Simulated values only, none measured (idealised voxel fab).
Process module name: voxel released beams
Section cut is 180 nm wide and gridded with 5 nm square cells.
Cross-section, as written here: a square-cell grid given band by band from the top down, where a band holds one or more rows of cells. This entry defines a band. It first specifies the height of the band's top and the height of its bottom in nm, and then specifies the band's materials from left to right, stating each material with its width in nm. The word "full width" identifies a single material that fills the band from edge to edge, while the word "air" identifies empty space. It should be noted that heights are counted from 0, beneath which the wafer as supplied is of one material throughout, and that the lowest band possesses no lower boundary but continues downward, as written in "0 -> down". Quick explanation for "30 to 40": the width changes in equal steps down the rows of cells, from the first number in the band's top row to the second number in its bottom row. Basically "stayed the same" means that step didn't change any cell in the cross-section. So "Unvented voids" is basically the list of trapped voids: any empty space of 8 cells or more that can't reach the top through an opening. They're written width x height at distance, the distance being from the left edge, and it's all nm. Formally, on a step line, whatever follows the settings is a remark that the simulator itself makes on the step. "overlay nm" on a masked step: distance the mask lay right of its planned place, negative for left.
Set out below are the planned steps of the process:
1. RECEIVE | material Si
2. CONFORMAL_DEP | material SiN | thk nm 10
3. DIRECTIONAL_DEP | material SiO2 | thk nm 15
4. PATTERN | tone open | mask id ANCHOR | material resist | width nm 35 | thk nm 20 | overlay nm 0
5. DIRECTIONAL_ETCH | etch materials SiO2 | depth nm 15
6. STRIP | etch materials resist
7. CONFORMAL_DEP | material polySi | thk nm 10
8. PATTERN | tone cover | mask id BEAM | material resist | width nm 110 | thk nm 15 | overlay nm 0
9. DIRECTIONAL_ETCH | etch materials polySi | depth nm 10
10. STRIP | etch materials resist
11. STRIP | etch materials SiO2
first wafer, as planned:
This is the cross-section of the wafer as we received it, i.e. after step 1:
0 -> down = Si full width
Unvented voids: none
The wafer in cross-section once step 2 is complete:
10 -> 0 = SiN full width
At heights below 0, the structure remains unaltered.
The wafer in cross-section once step 3 is complete:
25 -> 10 = SiO2 full width
At heights below 10, the structure remains unaltered.
The wafer in cross-section once step 4 is complete:
45 -> 25 = resist: 35  air: 35  resist: 110
At heights below 25, the structure remains unaltered.
The wafer in cross-section once step 5 is complete:
45 -> 25 = resist: 35  air: 35  resist: 110
25 -> 10 = SiO2: 35  air: 35  SiO2: 110
At heights below 10, the structure remains unaltered.
The wafer in cross-section once step 6 is complete:
25 -> 10 = SiO2: 35  air: 35  SiO2: 110
At heights below 10, the structure remains unaltered.
The wafer in cross-section once step 7 is complete:
35 -> 25 = polySi: 45  air: 15  polySi: 120
25 -> 20 = SiO2: 35  polySi: 10  air: 15  polySi: 10  SiO2: 110
20 -> 10 = SiO2: 35  polySi: 35  SiO2: 110
At heights below 10, the structure remains unaltered.
The wafer in cross-section once step 8 is complete:
50 -> 35 = air: 30  resist: 110  air: 40
35 -> 25 = polySi: 45  resist: 15  polySi: 120
25 -> 20 = SiO2: 35  polySi: 10  resist: 15  polySi: 10  SiO2: 110
At heights below 20, the structure remains unaltered.
The wafer in cross-section once step 9 is complete:
50 -> 35 = air: 30  resist: 110  air: 40
35 -> 25 = air: 30  polySi: 15  resist: 15  polySi: 80  air: 40
At heights below 25, the structure remains unaltered.
The wafer in cross-section once step 10 is complete:
35 -> 25 = air: 30  polySi: 15  air: 15  polySi: 80  air: 40
25 -> 20 = SiO2: 35  polySi: 10  air: 15  polySi: 10  SiO2: 110
At heights below 20, the structure remains unaltered.
The wafer in cross-section once step 11 is complete:
35 -> 25 = air: 30  polySi: 15  air: 15  polySi: 80  air: 40
25 -> 20 = air: 35  polySi: 10  air: 15  polySi: 10  air: 110
20 -> 10 = air: 35  polySi: 35  air: 110
At heights below 10, the structure remains unaltered.
For the second wafer, take the first wafer's start and plan, then add one mistake made in running it; everything through step 2, that step included, is shared with the first:
Second wafer cross-section, taken as of the time the plan sets for step 3 to be done:
25 -> 10 = polySi full width
At heights below 10, the structure remains unaltered.
Second wafer cross-section, taken as of the time the plan sets for step 4 to be done:
45 -> 25 = resist: 35  air: 35  resist: 110
At heights below 25, the structure remains unaltered.
Second wafer cross-section, taken as of the time the plan sets for step 5 to be done: stayed the same
Second wafer cross-section, taken as of the time the plan sets for step 6 to be done:
25 -> 10 = polySi full width
At heights below 10, the structure remains unaltered.
Second wafer cross-section, taken as of the time the plan sets for step 7 to be done:
35 -> 10 = polySi full width
At heights below 10, the structure remains unaltered.
Second wafer cross-section, taken as of the time the plan sets for step 8 to be done:
50 -> 35 = air: 30  resist: 110  air: 40
At heights below 35, the structure remains unaltered.
Second wafer cross-section, taken as of the time the plan sets for step 9 to be done:
50 -> 35 = air: 30  resist: 110  air: 40
35 -> 25 = air: 30  polySi: 110  air: 40
At heights below 25, the structure remains unaltered.
Second wafer cross-section, taken as of the time the plan sets for step 10 to be done:
35 -> 25 = air: 30  polySi: 110  air: 40
At heights below 25, the structure remains unaltered.
Second wafer cross-section, taken as of the time the plan sets for step 11 to be done: stayed the same
Here's what went sideways: step 3 off recipe, ran as DIRECTIONAL_DEP | material polySi | thk nm 15
at the end the second wafer has, in cells: polySi: 96 more
